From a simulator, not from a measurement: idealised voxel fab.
Module name: voxel spacer lines (process module)
Cross-sectional view cut (width: 280 nm; square cell size: 5 nm).
Format of a cross-section: grid, square cells. Given as bands. Order: top down. Band: one or more rows of cells. What a band's entry tells you: where the top is and where the bottom is, as heights in nm, and after that what lies inside, material by material from left to right, each with its width in nm. Empty space is written as the word "blank", and a single material marked with the word "throughout" occupies the band from edge to edge. Heights from 0 (as-received wafer is one material below). Bottom band endless downward, as "0 down". Width "30..40": first value at the band's top row of cells, second value at its bottom row, equal change from row to row. The designation "no modification", where it is given for a processing step, indicates that no cell of the cross-section was altered in the course of that step. "Closed void inventory" lists enclosed empty spaces (at least 8 cells, no open path upward to the top), each as width x height at distance from the left edge, in nm. What comes after the settings on a step's line is commentary from the simulator itself on that step. What "overlay nm" on a step's line means: if the step has a mask, that mask lay this far to the right of its planned place, or, when the value is negative, to the left.

# Below is the list of planned process steps
1: RECEIVE [material Si]
2: CONFORMAL_DEP [material Al2O3] [thk nm 10]
3: DIRECTIONAL_DEP [material polySi] [thk nm 15]
4: DIRECTIONAL_DEP [material aC] [thk nm 20]
5: PATTERN [tone cover] [mask id MANDREL] [material resist] [width nm 20] [pitch nm 60] [thk nm 30] [overlay nm 0]
6: DIRECTIONAL_ETCH [etch materials aC] [depth nm 20]
7: STRIP [etch materials resist]
8: CONFORMAL_DEP [material SiO2] [thk nm 10]
9: DIRECTIONAL_ETCH [etch materials SiO2] [depth nm 5]
10: STRIP [etch materials aC]
11: DIRECTIONAL_ETCH [etch materials polySi] [depth nm 15]
12: STRIP [etch materials SiO2]
Wafer-to-wafer difference: depth nm, step 9. Common start. Plan = first wafer's value.

# The first of several wafers in cross-section, exactly as it reached us after step 1
  0 down = Si throughout
  Closed void inventory: none

# Per-wafer rows below. For each material: cells gained (+) or lost (-) since the wafer was received, as of end of module. Then: closed voids
depth nm 5, +112 Al2O3, +32 aC, +168 polySi, Closed void inventory: none
depth nm 10, +112 Al2O3, +24 polySi, Closed void inventory: none
depth nm 15, +112 Al2O3, +24 polySi, Closed void inventory: none
depth nm 20, +112 Al2O3, +24 polySi, Closed void inventory: none
depth nm 25, +112 Al2O3, +24 polySi, Closed void inventory: none
